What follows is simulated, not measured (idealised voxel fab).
process module | voxel self aligned contacts
cross-section cut | 250 nm wide | cells 5 nm
A cross-section is a grid of square cells, given in bands from the top down. A band is one or more rows of cells.
Each band's line starts with the height of the band's top and of its bottom, in nm. Then come its materials from left to right, each with its width in nm. One material with "throughout" fills the band from edge to edge. "air" is empty space.
Height 0 is the level under which the wafer as received is all one material. The lowest band goes on downwards, as in "0 down".
A width such as "30 to 40" changes by the same amount from each row of cells to the next, from the band's top row to its bottom row.
"no change" after a step means that no cell of the cross-section changed.
closed voids: empty space of 8 cells or more with no open way to the top, each as width x height at its distance from the left edge, in nm
after a step's settings: what the simulator itself notes on the step
overlay nm, on a step with a mask: how far to the right of its planned place the mask lay; to the left if negative
plan
1 op RECEIVE | material Si
2 op OXIDIZE | depth nm 5
3 op DIRECTIONAL_DEP | material polySi | thk nm 30
4 op DIRECTIONAL_DEP | material SiN | thk nm 20
5 op PATTERN | tone cover | mask id GATE | material resist | width nm 25 | pitch nm 60 | thk nm 15 | overlay nm 0
6 op DIRECTIONAL_ETCH | etch materials SiN | depth nm 20
7 op DIRECTIONAL_ETCH | etch materials polySi | depth nm 30
8 op STRIP | etch materials resist
9 op CONFORMAL_DEP | material SiN | thk nm 10
10 op DIRECTIONAL_ETCH | etch materials SiN | depth nm 10
11 op FILL_DEP | material SiO2 | thk nm 10
12 op CMP | height nm 55
13 op DIRECTIONAL_DEP | material aC | thk nm 15
14 op PATTERN | tone open | mask id CONTACT | material resist | width nm 45 | thk nm 35 | overlay nm 0
15 op DIRECTIONAL_ETCH | etch materials aC | depth nm 15
16 op STRIP | etch materials resist
17 op DIRECTIONAL_ETCH | etch materials SiO2 | depth nm 60
18 op STRIP | etch materials aC
19 op CONFORMAL_DEP | material TiN | thk nm 5
20 op FILL_DEP | material W | thk nm 10
21 op CMP | height nm 55
22 op CONFORMAL_DEP | material SiCN | thk nm 5
first wafer, as planned
as received, after step 1
  0 down: Si throughout
  closed voids: none
after step 2
  0 to -5: SiO2 throughout
  below -5: unchanged
after step 3
  30 to 0: polySi throughout
  below 0: unchanged
after step 4
  50 to 30: SiN throughout
  below 30: unchanged
after step 5
  65 to 50: air 80 | resist 25 | air 35 | resist 25 | air 85
  below 50: unchanged
after step 6
  65 to 50: air 80 | resist 25 | air 35 | resist 25 | air 85
  50 to 30: air 80 | SiN 25 | air 35 | SiN 25 | air 85
  below 30: unchanged
after step 7
  65 to 50: air 80 | resist 25 | air 35 | resist 25 | air 85
  50 to 30: air 80 | SiN 25 | air 35 | SiN 25 | air 85
  30 to 0: air 80 | polySi 25 | air 35 | polySi 25 | air 85
  below 0: unchanged
after step 8
  50 to 30: air 80 | SiN 25 | air 35 | SiN 25 | air 85
  below 30: unchanged
after step 9
  60 to 30: air 70 | SiN 45 | air 15 | SiN 45 | air 75
  30 to 10: air 70 | SiN 10 | polySi 25 | SiN 10 | air 15 | SiN 10 | polySi 25 | SiN 10 | air 75
  10 to 0: SiN 80 | polySi 25 | SiN 35 | polySi 25 | SiN 85
  below 0: unchanged
after step 10
  50 to 30: air 70 | SiN 45 | air 15 | SiN 45 | air 75
  30 to 0: air 70 | SiN 10 | polySi 25 | SiN 10 | air 15 | SiN 10 | polySi 25 | SiN 10 | air 75
  below 0: unchanged
after step 11
  60 to 50: SiO2 throughout
  50 to 30: SiO2 70 | SiN 45 | SiO2 15 | SiN 45 | SiO2 75
  30 to 0: SiO2 70 | SiN 10 | polySi 25 | SiN 10 | SiO2 15 | SiN 10 | polySi 25 | SiN 10 | SiO2 75
  below 0: unchanged
after step 12
  55 to 50: SiO2 throughout
  below 50: unchanged
after step 13
  70 to 55: aC throughout
  below 55: unchanged
after step 14
  105 to 70: resist 100 | air 45 | resist 105
  below 70: unchanged
after step 15
  90 to 70: resist 100 | air 45 | resist 105
  70 to 55: aC 100 | air 45 | aC 105
  below 55: unchanged
after step 16
  70 to 55: aC 100 | air 45 | aC 105
  below 55: unchanged
after step 17
  70 to 55: aC 100 | air 45 | aC 105
  55 to 50: SiO2 100 | air 45 | SiO2 105
  50 to 30: SiO2 70 | SiN 45 | air 15 | SiN 45 | SiO2 75
  30 to 0: SiO2 70 | SiN 10 | polySi 25 | SiN 10 | air 15 | SiN 10 | polySi 25 | SiN 10 | SiO2 75
  0 to -5: SiO2 115 | air 15 | SiO2 120
  below -5: unchanged
after step 18
  55 to 50: SiO2 100 | air 45 | SiO2 105
  below 50: unchanged
after step 19
  60 to 55: TiN 105 | air 35 | TiN 110
  55 to 50: SiO2 100 | TiN 20 | air 5 | TiN 20 | SiO2 105
  50 to 30: SiO2 70 | SiN 45 | TiN 5 | air 5 | TiN 5 | SiN 45 | SiO2 75
  30 to 0: SiO2 70 | SiN 10 | polySi 25 | SiN 10 | TiN 5 | air 5 | TiN 5 | SiN 10 | polySi 25 | SiN 10 | SiO2 75
  0 to -5: SiO2 115 | TiN 15 | SiO2 120
  below -5: unchanged
after step 20
  70 to 60: W throughout
  60 to 55: TiN 105 | W 35 | TiN 110
  55 to 50: SiO2 100 | TiN 20 | W 5 | TiN 20 | SiO2 105
  50 to 30: SiO2 70 | SiN 45 | TiN 5 | W 5 | TiN 5 | SiN 45 | SiO2 75
  30 to 0: SiO2 70 | SiN 10 | polySi 25 | SiN 10 | TiN 5 | W 5 | TiN 5 | SiN 10 | polySi 25 | SiN 10 | SiO2 75
  below 0: unchanged
after step 21
  55 to 50: SiO2 100 | TiN 20 | W 5 | TiN 20 | SiO2 105
  below 50: unchanged
after step 22
  60 to 55: SiCN throughout
  below 55: unchanged
second wafer: like start, like plan, one mistake. Through step 2 it matches the first wafer
when step 3 should have ended
  60 to 0: polySi throughout
  below 0: unchanged
when step 4 should have ended
  80 to 60: SiN throughout
  below 60: unchanged
when step 5 should have ended
  95 to 80: air 80 | resist 25 | air 35 | resist 25 | air 85
  below 80: unchanged
when step 6 should have ended
  95 to 80: air 80 | resist 25 | air 35 | resist 25 | air 85
  80 to 60: air 80 | SiN 25 | air 35 | SiN 25 | air 85
  below 60: unchanged
when step 7 should have ended
  95 to 80: air 80 | resist 25 | air 35 | resist 25 | air 85
  80 to 60: air 80 | SiN 25 | air 35 | SiN 25 | air 85
  60 to 30: air 80 | polySi 25 | air 35 | polySi 25 | air 85
  below 30: unchanged
when step 8 should have ended
  80 to 60: air 80 | SiN 25 | air 35 | SiN 25 | air 85
  below 60: unchanged
when step 9 should have ended
  90 to 60: air 70 | SiN 45 | air 15 | SiN 45 | air 75
  60 to 40: air 70 | SiN 10 | polySi 25 | SiN 10 | air 15 | SiN 10 | polySi 25 | SiN 10 | air 75
  40 to 30: SiN 80 | polySi 25 | SiN 35 | polySi 25 | SiN 85
  below 30: unchanged
when step 10 should have ended
  80 to 60: air 70 | SiN 45 | air 15 | SiN 45 | air 75
  60 to 30: air 70 | SiN 10 | polySi 25 | SiN 10 | air 15 | SiN 10 | polySi 25 | SiN 10 | air 75
  below 30: unchanged
when step 11 should have ended
  90 to 80: SiO2 throughout
  80 to 60: SiO2 70 | SiN 45 | SiO2 15 | SiN 45 | SiO2 75
  60 to 30: SiO2 70 | SiN 10 | polySi 25 | SiN 10 | SiO2 15 | SiN 10 | polySi 25 | SiN 10 | SiO2 75
  below 30: unchanged
when step 12 should have ended
  55 to 30: SiO2 70 | SiN 10 | polySi 25 | SiN 10 | SiO2 15 | SiN 10 | polySi 25 | SiN 10 | SiO2 75
  below 30: unchanged
when step 13 should have ended
  70 to 55: aC throughout
  below 55: unchanged
when step 14 should have ended
  105 to 70: resist 100 | air 45 | resist 105
  below 70: unchanged
when step 15 should have ended
  90 to 70: resist 100 | air 45 | resist 105
  70 to 55: aC 100 | air 45 | aC 105
  below 55: unchanged
when step 16 should have ended
  70 to 55: aC 100 | air 45 | aC 105
  below 55: unchanged
when step 17 should have ended
  70 to 55: aC 100 | air 45 | aC 105
  55 to 30: SiO2 70 | SiN 10 | polySi 25 | SiN 10 | air 15 | SiN 10 | polySi 25 | SiN 10 | SiO2 75
  below 30: unchanged
when step 18 should have ended
  55 to 30: SiO2 70 | SiN 10 | polySi 25 | SiN 10 | air 15 | SiN 10 | polySi 25 | SiN 10 | SiO2 75
  below 30: unchanged
when step 19 should have ended
  60 to 55: TiN 120 | air 5 | TiN 125
  55 to 35: SiO2 70 | SiN 10 | polySi 25 | SiN 10 | TiN 5 | air 5 | TiN 5 | SiN 10 | polySi 25 | SiN 10 | SiO2 75
  35 to 30: SiO2 70 | SiN 10 | polySi 25 | SiN 10 | TiN 15 | SiN 10 | polySi 25 | SiN 10 | SiO2 75
  below 30: unchanged
when step 20 should have ended
  70 to 60: W throughout
  60 to 55: TiN 120 | W 5 | TiN 125
  55 to 35: SiO2 70 | SiN 10 | polySi 25 | SiN 10 | TiN 5 | W 5 | TiN 5 | SiN 10 | polySi 25 | SiN 10 | SiO2 75
  below 35: unchanged
when step 21 should have ended
  55 to 35: SiO2 70 | SiN 10 | polySi 25 | SiN 10 | TiN 5 | W 5 | TiN 5 | SiN 10 | polySi 25 | SiN 10 | SiO2 75
  below 35: unchanged
when step 22 should have ended
  60 to 55: SiCN throughout
  below 55: unchanged
what went wrong: step 3 was run twice
at the end the second wafer has, in cells: 80 fewer of SiN | 183 fewer of SiO2 | 20 fewer of TiN | 7 fewer of W | 290 more of polySi
